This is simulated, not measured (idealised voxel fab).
process module | voxel spacer lines
cross-section cut | 190 nm wide | cells 5 nm
A cross-section is a grid of square cells, given in bands from the top down. A band is one or more rows of cells.
Each band's line starts with the height of the band's top and of its bottom, in nm. Then come its materials from left to right, each with its width in nm. One material with "throughout" fills the band from edge to edge. "air" is empty space.
Height 0 is the level under which the wafer as received is all one material. The lowest band goes on downwards, as in "0 down".
A width such as "30 to 40" changes by the same amount from each row of cells to the next, from the band's top row to its bottom row.
"no change" after a step means that no cell of the cross-section changed.
closed voids: empty space of 8 cells or more with no open way to the top, each as width x height at its distance from the left edge, in nm
after a step's settings: what the simulator itself notes on the step
overlay nm, on a step with a mask: how far to the right of its planned place the mask lay; to the left if negative
plan
1 op RECEIVE | material Si
2 op CONFORMAL_DEP | material Al2O3 | thk nm 10
3 op DIRECTIONAL_DEP | material TiN | thk nm 5
4 op DIRECTIONAL_DEP | material aC | thk nm 30
5 op PATTERN | tone cover | mask id MANDREL | material resist | width nm 15 | pitch nm 50 | thk nm 40 | overlay nm 0
6 op DIRECTIONAL_ETCH | etch materials aC | depth nm 30
7 op STRIP | etch materials resist
8 op CONFORMAL_DEP | material SiN | thk nm 10
9 op DIRECTIONAL_ETCH | etch materials SiN | depth nm 10
10 op STRIP | etch materials aC
11 op DIRECTIONAL_ETCH | etch materials TiN | depth nm 10
12 op STRIP | etch materials SiN
varied across the wafers: thk nm of step 3. The plan shows the first wafer's value. All wafers start alike
first wafer as received, after step 1
  0 down: Si throughout
  closed voids: none
first wafer at the end, after step 12
  15 to 10: air 50 | TiN 10 | air 15 | TiN 10 | air 15 | TiN 10 | air 15 | TiN 10 | air 55
  10 to 0: Al2O3 throughout
  0 down: Si throughout
  closed voids: none
last wafer at the end
  35 to 25: air 50 | TiN 10 | air 15 | TiN 10 | air 15 | TiN 10 | air 15 | TiN 10 | air 55
  25 to 10: TiN throughout
  10 to 0: Al2O3 throughout
  0 down: Si throughout
  closed voids: none
each wafer at the end: cells of each material gained (+) or lost (-) since it was received, then its closed voids
thk nm 5 | +76 Al2O3 | +8 TiN | closed voids: none
thk nm 10 | +76 Al2O3 | +16 TiN | closed voids: none
thk nm 15 | +76 Al2O3 | +54 TiN | closed voids: none
thk nm 20 | +76 Al2O3 | +92 TiN | closed voids: none
thk nm 25 | +76 Al2O3 | +130 TiN | closed voids: none
